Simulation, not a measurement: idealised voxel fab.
Process module name: voxel double patterning
This is section cut - it's 265 nm across, gridded in 5 nm square cells.
Cross-sections here: square-cell grids, written as top-down lists of bands, a band being one or more rows of cells.
Band: top height; bottom height; in nm. Then, left to right: material with width in nm, for each material. "full width": a single material spanning edge to edge. "empty": empty space.
Heights from 0 (as-received wafer is one material below). Bottom band endless downward, as "0 and below".
Graded width ("30..40"): value in top row of band = first number; value in bottom row = second number; row-to-row change constant.
"nothing altered" means the step left every cell of the cross-section as it was.
Basically, "Sealed void inventory" tells you about the enclosed voids: empty spaces with no open way to the top, 8 cells or bigger, each written width x height at distance, where distance is from the left edge, all in nm.
Text after the settings on a step's line: the simulator's own remark on that step.
Regarding "overlay nm": on a step with a mask, it is the distance the mask lay to the right of its planned place; a negative value places it to the left.
-- Listed below are the process steps as planned
1,RECEIVE with material Si
2,CONFORMAL_DEP with material SiO2, thk nm 10
3,DIRECTIONAL_DEP with material polySi, thk nm 20
4,DIRECTIONAL_DEP with material SiCN, thk nm 5
5,DIRECTIONAL_DEP with material aC, thk nm 15
6,PATTERN with tone open, mask id FIRST, material resist, width nm 15, pitch nm 50, thk nm 35, overlay nm -15
7,DIRECTIONAL_ETCH with etch materials aC, depth nm 15
8,STRIP with etch materials resist
9,DIRECTIONAL_ETCH with etch materials SiCN, depth nm 5
10,STRIP with etch materials aC
11,PATTERN with tone open, mask id SECOND, material resist, width nm 15, thk nm 20, overlay nm 0
12,DIRECTIONAL_ETCH with etch materials SiCN, depth nm 5
13,STRIP with etch materials resist
14,DIRECTIONAL_ETCH with etch materials polySi, depth nm 20
15,STRIP with etch materials SiCN
For this document, wafers share an identical start and vary in the step 6 overlay nm; the plan quotes the first wafer's value.
-- As received, i.e. after step 1: cross-section through the first of several wafers
	0 and below | Si full width
	Sealed void inventory: none
-- Row per wafer, end-of-module: cell gain (+)/loss (-) by material since the wafer came in, then closed voids
overlay nm -15, +106 SiO2, +180 polySi, Sealed void inventory: none
overlay nm -10, +106 SiO2, +176 polySi, Sealed void inventory: none
overlay nm -5, +106 SiO2, +176 polySi, Sealed void inventory: none
overlay nm 0, +106 SiO2, +176 polySi, Sealed void inventory: none
overlay nm 5, +106 SiO2, +176 polySi, Sealed void inventory: none
overlay nm 10, +106 SiO2, +176 polySi, Sealed void inventory: none
overlay nm 15, +106 SiO2, +180 polySi, Sealed void inventory: none
